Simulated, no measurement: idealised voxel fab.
process module | voxel wiring stack
cross-section cut | 270 nm wide | cells 5 nm
A cross-section is a grid of square cells, given in bands from the top down. A band is one or more rows of cells.
Each band's line starts with the height of the band's top and of its bottom, in nm. Then come its materials from left to right, each with its width in nm. One material with "throughout" fills the band from edge to edge. "air" is empty space.
Height 0 is the level under which the wafer as received is all one material. The lowest band goes on downwards, as in "0 down".
A width such as "30 to 40" changes by the same amount from each row of cells to the next, from the band's top row to its bottom row.
"no change" after a step means that no cell of the cross-section changed.
closed voids: empty space of 8 cells or more with no open way to the top, each as width x height at its distance from the left edge, in nm
after a step's settings: what the simulator itself notes on the step
overlay nm, on a step with a mask: how far to the right of its planned place the mask lay; to the left if negative
plan
1 op RECEIVE | material Si
2 op CONFORMAL_DEP | material SiO2 | thk nm 10
3 op CONFORMAL_DEP | material SiCN | thk nm 5
4 op DIRECTIONAL_DEP | material SiO2 | thk nm 20
5 op MASKED_ETCH | tone open | mask id METAL_1 | width nm 20 | pitch nm 45 | etch materials SiO2 | depth nm 20 | overlay nm 0
6 op MASKED_ETCH | tone open | mask id METAL_1 | width nm 20 | pitch nm 45 | etch materials SiCN | depth nm 5 | overlay nm 0
7 op CONFORMAL_DEP | material TiN | thk nm 5
8 op FILL_DEP | material Cu | thk nm 10
9 op CMP | height nm 35
10 op CONFORMAL_DEP | material SiCN | thk nm 5
11 op DIRECTIONAL_DEP | material SiO2 | thk nm 30
12 op PATTERN | tone open | mask id METAL_2_HOLES | material resist | width nm 15 | pitch nm 90 | thk nm 15 | overlay nm 0
13 op DIRECTIONAL_ETCH | etch materials SiO2 | depth nm 30
14 op STRIP | etch materials resist
15 op DIRECTIONAL_DEP | material aC | thk nm 10
16 op PATTERN | tone open | mask id METAL_2 | material resist | width nm 20 | pitch nm 45 | thk nm 25 | overlay nm 0
17 op DIRECTIONAL_ETCH | etch materials aC | depth nm 10
18 op STRIP | etch materials resist
19 op DIRECTIONAL_ETCH | etch materials SiO2 | depth nm 20
20 op DIRECTIONAL_ETCH | etch materials SiCN | depth nm 5
21 op STRIP | etch materials aC
22 op CONFORMAL_DEP | material TiN | thk nm 5
23 op FILL_DEP | material Cu | thk nm 5
24 op CMP | height nm 70
25 op CONFORMAL_DEP | material SiCN | thk nm 5
26 op DIRECTIONAL_DEP | material SiO2 | thk nm 35
27 op PATTERN | tone open | mask id METAL_3_HOLES | material resist | width nm 15 | pitch nm 45 | thk nm 15 | overlay nm 0
28 op DIRECTIONAL_ETCH | etch materials SiO2 | depth nm 35
29 op STRIP | etch materials resist
30 op PATTERN | tone open | mask id METAL_3 | material resist | width nm 20 | pitch nm 45 | thk nm 15 | overlay nm 0
31 op DIRECTIONAL_ETCH | etch materials SiO2 | depth nm 20
32 op DIRECTIONAL_ETCH | etch materials SiCN | depth nm 5
33 op STRIP | etch materials resist
34 op CONFORMAL_DEP | material TiN | thk nm 5
35 op FILL_DEP | material Cu | thk nm 5
36 op CMP | height nm 110
37 op CONFORMAL_DEP | material SiCN | thk nm 5
38 op DIRECTIONAL_DEP | material SiO2 | thk nm 20
39 op DIRECTIONAL_DEP | material aC | thk nm 15
40 op PATTERN | tone open | mask id PLUG_3 | material resist | width nm 15 | pitch nm 90 | thk nm 35 | overlay nm 0
41 op DIRECTIONAL_ETCH | etch materials aC | depth nm 15
42 op STRIP | etch materials resist
43 op DIRECTIONAL_ETCH | etch materials SiO2 | depth nm 20
44 op DIRECTIONAL_ETCH | etch materials SiCN | depth nm 5
45 op STRIP | etch materials aC
46 op CONFORMAL_DEP | material TiN | thk nm 5
47 op FILL_DEP | material Cu | thk nm 5
48 op CMP | height nm 135
49 op DIRECTIONAL_DEP | material TiN | thk nm 5
50 op DIRECTIONAL_DEP | material Ru | thk nm 25
51 op PATTERN | tone cover | mask id METAL_4 | material resist | width nm 20 | pitch nm 45 | thk nm 20 | overlay nm 0
52 op DIRECTIONAL_ETCH | etch materials Ru | depth nm 25
53 op DIRECTIONAL_ETCH | etch materials TiN | depth nm 5
54 op STRIP | etch materials resist
55 op FILL_DEP | material SiO2 | thk nm 5
56 op CMP | height nm 165
57 op CONFORMAL_DEP | material SiCN | thk nm 5
as received, after step 1
  0 down: Si throughout
  closed voids: none
first wafer at the end, as planned
  170 to 165: SiCN throughout
  165 to 140: SiO2 55 | Ru 20 | SiO2 25 | Ru 20 | SiO2 25 | Ru 20 | SiO2 25 | Ru 20 | SiO2 60
  140 to 135: SiO2 55 | TiN 20 | SiO2 25 | TiN 20 | SiO2 25 | TiN 20 | SiO2 25 | TiN 20 | SiO2 60
  135 to 115: SiO2 55 | TiN 5 | Cu 5 | TiN 5 | SiO2 75 | TiN 5 | Cu 5 | TiN 5 | SiO2 110
  115 to 110: SiCN 55 | TiN 15 | SiCN 75 | TiN 15 | SiCN 110
  110 to 95: SiO2 55 | TiN 5 | Cu 10 | TiN 5 | SiO2 25 | TiN 5 | Cu 10 | TiN 5 | SiO2 25 | TiN 5 | Cu 10 | TiN 5 | SiO2 25 | TiN 5 | Cu 10 | TiN 5 | SiO2 60
  95 to 90: SiO2 55 | TiN 5 | Cu 5 | TiN 10 | SiO2 25 | TiN 5 | Cu 5 | TiN 10 | SiO2 25 | TiN 5 | Cu 5 | TiN 10 | SiO2 25 | TiN 5 | Cu 5 | TiN 10 | SiO2 60
  90 to 75: SiO2 55 | TiN 5 | Cu 5 | TiN 5 | SiO2 30 | TiN 5 | Cu 5 | TiN 5 | SiO2 30 | TiN 5 | Cu 5 | TiN 5 | SiO2 30 | TiN 5 | Cu 5 | TiN 5 | SiO2 65
  75 to 70: SiCN 55 | TiN 15 | SiCN 30 | TiN 15 | SiCN 30 | TiN 15 | SiCN 30 | TiN 15 | SiCN 65
  70 to 55: SiO2 55 | TiN 5 | Cu 10 | TiN 5 | SiO2 25 | TiN 5 | Cu 10 | TiN 5 | SiO2 25 | TiN 5 | Cu 10 | TiN 5 | SiO2 25 | TiN 5 | Cu 10 | TiN 5 | SiO2 60
  55 to 50: SiO2 55 | TiN 5 | Cu 5 | TiN 10 | SiO2 25 | TiN 20 | SiO2 25 | TiN 5 | Cu 5 | TiN 10 | SiO2 25 | TiN 20 | SiO2 60
  50 to 40: SiO2 55 | TiN 5 | Cu 5 | TiN 5 | SiO2 75 | TiN 5 | Cu 5 | TiN 5 | SiO2 110
  40 to 35: SiCN 55 | TiN 15 | SiCN 75 | TiN 15 | SiCN 110
  35 to 15: SiO2 55 | TiN 5 | Cu 10 | TiN 5 | SiO2 25 | TiN 5 | Cu 10 | TiN 5 | SiO2 25 | TiN 5 | Cu 10 | TiN 5 | SiO2 25 | TiN 5 | Cu 10 | TiN 5 | SiO2 60
  15 to 10: SiCN 55 | TiN 20 | SiCN 25 | TiN 20 | SiCN 25 | TiN 20 | SiCN 25 | TiN 20 | SiCN 60
  10 to 0: SiO2 throughout
  0 down: Si throughout
  closed voids: none
second wafer at the end: like start, like plan, one mistake
  170 to 165: SiCN throughout
  165 to 140: SiO2 55 | Ru 20 | SiO2 25 | Ru 20 | SiO2 25 | Ru 20 | SiO2 25 | Ru 20 | SiO2 60
  140 to 135: SiO2 55 | TiN 20 | SiO2 25 | TiN 20 | SiO2 25 | TiN 20 | SiO2 25 | TiN 20 | SiO2 60
  135 to 115: SiO2 55 | TiN 5 | Cu 5 | TiN 5 | SiO2 75 | TiN 5 | Cu 5 | TiN 5 | SiO2 110
  115 to 110: SiCN 55 | TiN 15 | SiCN 75 | TiN 15 | SiCN 110
  110 to 95: SiO2 55 | TiN 5 | Cu 10 | TiN 5 | SiO2 25 | TiN 5 | Cu 10 | TiN 5 | SiO2 25 | TiN 5 | Cu 10 | TiN 5 | SiO2 25 | TiN 5 | Cu 10 | TiN 5 | SiO2 60
  95 to 90: SiO2 55 | TiN 5 | Cu 5 | TiN 10 | SiO2 25 | TiN 5 | Cu 5 | TiN 10 | SiO2 25 | TiN 5 | Cu 5 | TiN 10 | SiO2 25 | TiN 5 | Cu 5 | TiN 10 | SiO2 60
  90 to 75: SiO2 55 | TiN 5 | Cu 5 | TiN 5 | SiO2 30 | TiN 5 | Cu 5 | TiN 5 | SiO2 30 | TiN 5 | Cu 5 | TiN 5 | SiO2 30 | TiN 5 | Cu 5 | TiN 5 | SiO2 65
  75 to 70: SiCN 55 | TiN 15 | SiCN 30 | TiN 15 | SiCN 30 | TiN 15 | SiCN 30 | TiN 15 | SiCN 65
  70 to 55: SiO2 55 | TiN 5 | Cu 15 | TiN 5 | SiO2 20 | TiN 5 | Cu 10 | TiN 5 | SiO2 25 | TiN 5 | Cu 15 | TiN 5 | SiO2 20 | TiN 5 | Cu 10 | TiN 5 | SiO2 60
  55 to 50: SiO2 55 | TiN 15 | Cu 5 | TiN 5 | SiO2 20 | TiN 20 | SiO2 25 | TiN 15 | Cu 5 | TiN 5 | SiO2 20 | TiN 20 | SiO2 60
  50 to 45: SiO2 65 | TiN 5 | Cu 5 | TiN 5 | SiO2 75 | TiN 5 | Cu 5 | TiN 5 | SiO2 100
  45 to 40: SiO2 65 | TiN 15 | SiO2 75 | TiN 15 | SiO2 100
  40 to 35: SiCN 65 | TiN 10 | SiCN 80 | TiN 10 | SiCN 105
  35 to 15: SiO2 55 | TiN 5 | Cu 10 | TiN 5 | SiO2 25 | TiN 5 | Cu 10 | TiN 5 | SiO2 25 | TiN 5 | Cu 10 | TiN 5 | SiO2 25 | TiN 5 | Cu 10 | TiN 5 | SiO2 60
  15 to 10: SiCN 55 | TiN 20 | SiCN 25 | TiN 20 | SiCN 25 | TiN 20 | SiCN 25 | TiN 20 | SiCN 60
  10 to 0: SiO2 throughout
  0 down: Si throughout
  closed voids: none
what went wrong: step 12 ran as: op PATTERN | tone open | mask id METAL_2_HOLES | material resist | width nm 15 | pitch nm 90 | thk nm 15 | overlay nm 10
at the end the second wafer has, in cells: 4 more of Cu | 2 more of SiCN | 8 fewer of SiO2 | 2 more of TiN
